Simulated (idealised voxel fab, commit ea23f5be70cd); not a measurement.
Process module, titled voxel double patterning
255 nm wide, 5 nm square cells: that's cross-section cut.
We lay out every cross-section as a grid of square cells and spell it out in bands from the top down, where one band means one or more rows of cells.
Heights first: top, then bottom, in nm. Then materials, left to right, each with a width in nm. "everywhere" on a single material: fills the band edge to edge. "empty": empty space.
Heights are measured from 0, the level below which the as-received wafer is all one material; the lowest band has no bottom and continues downward, written as in "0 -> down".
Per-row width for "30..40": begins at first number (top row of band), ends at second number (bottom row), increment between rows held constant.
"no change occurred" means the step left every cell of the cross-section as it was.
You'll see "Enclosed void inventory" listing empty spaces that have no way open to the top, as long as they're 8 cells or more; the notation is width x height at distance, where the distance is from the left edge, and all of it is in nm.
after a step's settings: what the simulator itself notes on the step
A step line may carry the setting "overlay nm", which, for steps involving a mask, states the distance by which the mask lay to the right of its intended position; negative values denote displacement to the left.

[List of planned process steps]
1,RECEIVE with material Si
2,CONFORMAL_DEP with material SiO2, thk nm 5
3,DIRECTIONAL_DEP with material W, thk nm 15
4,DIRECTIONAL_DEP with material SiCN, thk nm 10
5,DIRECTIONAL_DEP with material aC, thk nm 15
6,PATTERN with tone open, mask id FIRST, material resist, width nm 15, pitch nm 50, thk nm 30, overlay nm 0
7,DIRECTIONAL_ETCH with etch materials aC, depth nm 15
8,STRIP with etch materials resist
9,DIRECTIONAL_ETCH with etch materials SiCN, depth nm 10
10,STRIP with etch materials aC
11,PATTERN with tone open, mask id SECOND, material resist, width nm 15, thk nm 20, overlay nm 0
12,DIRECTIONAL_ETCH with etch materials SiCN, depth nm 10
13,STRIP with etch materials resist
14,DIRECTIONAL_ETCH with etch materials W, depth nm 15
15,STRIP with etch materials SiCN

[First of two wafers, processed according to plan]

[As received (post step 1): cross-section]
* 0 -> down: Si everywhere
* Enclosed void inventory: none

[State of the wafer after step 2, shown in cross-section]
* 5 -> 0: SiO2 everywhere
* Under 0: no change, same as before.

[State of the wafer after step 3, shown in cross-section]
* 20 -> 5: W everywhere
* Under 5: no change, same as before.

[State of the wafer after step 4, shown in cross-section]
* 30 -> 20: SiCN everywhere
* Under 20: no change, same as before.

[State of the wafer after step 5, shown in cross-section]
* 45 -> 30: aC everywhere
* Under 30: no change, same as before.

[State of the wafer after step 6, shown in cross-section]
* 75 -> 45: resist (95) | empty (15) | resist (35) | empty (15) | resist (95)
* Under 45: no change, same as before.

[State of the wafer after step 7, shown in cross-section]
* 60 -> 45: resist (95) | empty (15) | resist (35) | empty (15) | resist (95)
* 45 -> 30: aC (95) | empty (15) | aC (35) | empty (15) | aC (95)
* Under 30: no change, same as before.

[State of the wafer after step 8, shown in cross-section]
* 45 -> 30: aC (95) | empty (15) | aC (35) | empty (15) | aC (95)
* Under 30: no change, same as before.

[State of the wafer after step 9, shown in cross-section]
* 45 -> 30: aC (95) | empty (15) | aC (35) | empty (15) | aC (95)
* 30 -> 20: SiCN (95) | empty (15) | SiCN (35) | empty (15) | SiCN (95)
* Under 20: no change, same as before.

[State of the wafer after step 10, shown in cross-section]
* 30 -> 20: SiCN (95) | empty (15) | SiCN (35) | empty (15) | SiCN (95)
* Under 20: no change, same as before.

[State of the wafer after step 11, shown in cross-section]
* 50 -> 30: resist (120) | empty (15) | resist (120)
* 30 -> 20: SiCN (95) | resist (15) | SiCN (35) | resist (15) | SiCN (95)
* Under 20: no change, same as before.

[State of the wafer after step 12, shown in cross-section]
* 50 -> 30: resist (120) | empty (15) | resist (120)
* 30 -> 20: SiCN (95) | resist (15) | SiCN (10) | empty (15) | SiCN (10) | resist (15) | SiCN (95)
* Under 20: no change, same as before.

[State of the wafer after step 13, shown in cross-section]
* 30 -> 20: SiCN (95) | empty (15) | SiCN (10) | empty (15) | SiCN (10) | empty (15) | SiCN (95)
* Under 20: no change, same as before.

[State of the wafer after step 14, shown in cross-section]
* 30 -> 20: SiCN (95) | empty (15) | SiCN (10) | empty (15) | SiCN (10) | empty (15) | SiCN (95)
* 20 -> 5: W (95) | empty (15) | W (10) | empty (15) | W (10) | empty (15) | W (95)
* Under 5: no change, same as before.

[State of the wafer after step 15, shown in cross-section]
* 20 -> 5: W (95) | empty (15) | W (10) | empty (15) | W (10) | empty (15) | W (95)
* Under 5: no change, same as before.

[Second wafer: same start and same plan as the first, one execution error; identical to the first through step 3]

[Second wafer, cut view, end of step 4 per plan]
* 30 -> 20: SiO2 everywhere
* Under 20: no change, same as before.

[Second wafer, cut view, end of step 5 per plan]
* 45 -> 30: aC everywhere
* Under 30: no change, same as before.

[Second wafer, cut view, end of step 6 per plan]
* 75 -> 45: resist (95) | empty (15) | resist (35) | empty (15) | resist (95)
* Under 45: no change, same as before.

[Second wafer, cut view, end of step 7 per plan]
* 60 -> 45: resist (95) | empty (15) | resist (35) | empty (15) | resist (95)
* 45 -> 30: aC (95) | empty (15) | aC (35) | empty (15) | aC (95)
* Under 30: no change, same as before.

[Second wafer, cut view, end of step 8 per plan]
* 45 -> 30: aC (95) | empty (15) | aC (35) | empty (15) | aC (95)
* Under 30: no change, same as before.

Second wafer, cut view, end of step 9 per plan: no change occurred

[Second wafer, cut view, end of step 10 per plan]
* 30 -> 20: SiO2 everywhere
* Under 20: no change, same as before.

[Second wafer, cut view, end of step 11 per plan]
* 50 -> 30: resist (120) | empty (15) | resist (120)
* Under 30: no change, same as before.

Second wafer, cut view, end of step 12 per plan: no change occurred

[Second wafer, cut view, end of step 13 per plan]
* 30 -> 20: SiO2 everywhere
* Under 20: no change, same as before.

Second wafer, cut view, end of step 14 per plan: no change occurred

Second wafer, cut view, end of step 15 per plan: no change occurred
It is concluded that the wafer was processed incorrectly with respect to the plan, in that heads up, step 4 didn't go per plan, it actually ran as DIRECTIONAL_DEP with material SiO2, thk nm 10
Count the cells at the end and the second wafer has more or fewer of some materials than the first: SiO2: 102 more, W: 27 more
